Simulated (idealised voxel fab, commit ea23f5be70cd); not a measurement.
process module | voxel local oxidation
cross-section cut | 205 nm wide | cells 5 nm
A cross-section is a grid of square cells, given in bands from the top down. A band is one or more rows of cells.
Each band's line starts with the height of the band's top and of its bottom, in nm. Then come its materials from left to right, each with its width in nm. One material with "throughout" fills the band from edge to edge. "air" is empty space.
Height 0 is the level under which the wafer as received is all one material. The lowest band goes on downwards, as in "0 down".
A width such as "30 to 40" changes by the same amount from each row of cells to the next, from the band's top row to its bottom row.
"no change" after a step means that no cell of the cross-section changed.
closed voids: empty space of 8 cells or more with no open way to the top, each as width x height at its distance from the left edge, in nm
after a step's settings: what the simulator itself notes on the step
overlay nm, on a step with a mask: how far to the right of its planned place the mask lay; to the left if negative
plan
1 op RECEIVE | material Si
2 op OXIDIZE | depth nm 5
3 op CONFORMAL_DEP | material SiN | thk nm 15
4 op DIRECTIONAL_DEP | material aC | thk nm 10
5 op PATTERN | tone cover | mask id ACTIVE | material resist | width nm 130 | thk nm 30 | overlay nm 0
6 op DIRECTIONAL_ETCH | etch materials aC | depth nm 10
7 op STRIP | etch materials resist
8 op DIRECTIONAL_ETCH | etch materials SiN | depth nm 15
9 op STRIP | etch materials aC
10 op SELECTIVE_ETCH | etch materials SiO2 | depth nm 5
11 op OXIDIZE | depth nm 10
12 op STRIP | etch materials SiN
first wafer, as planned
as received, after step 1
  0 down: Si throughout
  closed voids: none
after step 2
  0 to -5: SiO2 throughout
  below -5: unchanged
after step 3
  15 to 0: SiN throughout
  below 0: unchanged
after step 4
  25 to 15: aC throughout
  below 15: unchanged
after step 5
  55 to 25: air 35 | resist 130 | air 40
  below 25: unchanged
after step 6
  45 to 25: air 35 | resist 130 | air 40
  25 to 15: air 35 | aC 130 | air 40
  below 15: unchanged
after step 7
  25 to 15: air 35 | aC 130 | air 40
  below 15: unchanged
after step 8
  25 to 15: air 35 | aC 130 | air 40
  15 to 0: air 35 | SiN 130 | air 40
  below 0: unchanged
after step 9
  15 to 0: air 35 | SiN 130 | air 40
  below 0: unchanged
after step 10
  15 to 0: air 35 | SiN 130 | air 40
  0 to -5: air 40 | SiO2 120 | air 45
  below -5: unchanged
after step 11
  15 to 0: air 35 | SiN 130 | air 40
  0 to -5: air 40 | SiO2 120 | air 45
  -5 to -15: SiO2 50 | Si 100 | SiO2 55
  below -15: unchanged
after step 12
  0 to -5: air 40 | SiO2 120 | air 45
  below -5: unchanged
second wafer: like start, like plan, one mistake. Through step 3 it matches the first wafer
when step 4 should have ended
  25 to 15: SiO2 throughout
  below 15: unchanged
when step 5 should have ended
  55 to 25: air 35 | resist 130 | air 40
  below 25: unchanged
when step 6 should have ended
  45 to 25: air 35 | resist 130 | air 40
  below 25: unchanged
when step 7 should have ended
  25 to 15: SiO2 throughout
  below 15: unchanged
when step 8 should have ended: no change
when step 9 should have ended: no change
when step 10 should have ended
  20 to 15: SiO2 throughout
  below 15: unchanged
when step 11 should have ended: no change
when step 12 should have ended: no change
what went wrong: step 4 ran as: op DIRECTIONAL_DEP | material SiO2 | thk nm 10
at the end the second wafer has, in cells: 42 more of Si | 123 more of SiN | 16 more of SiO2
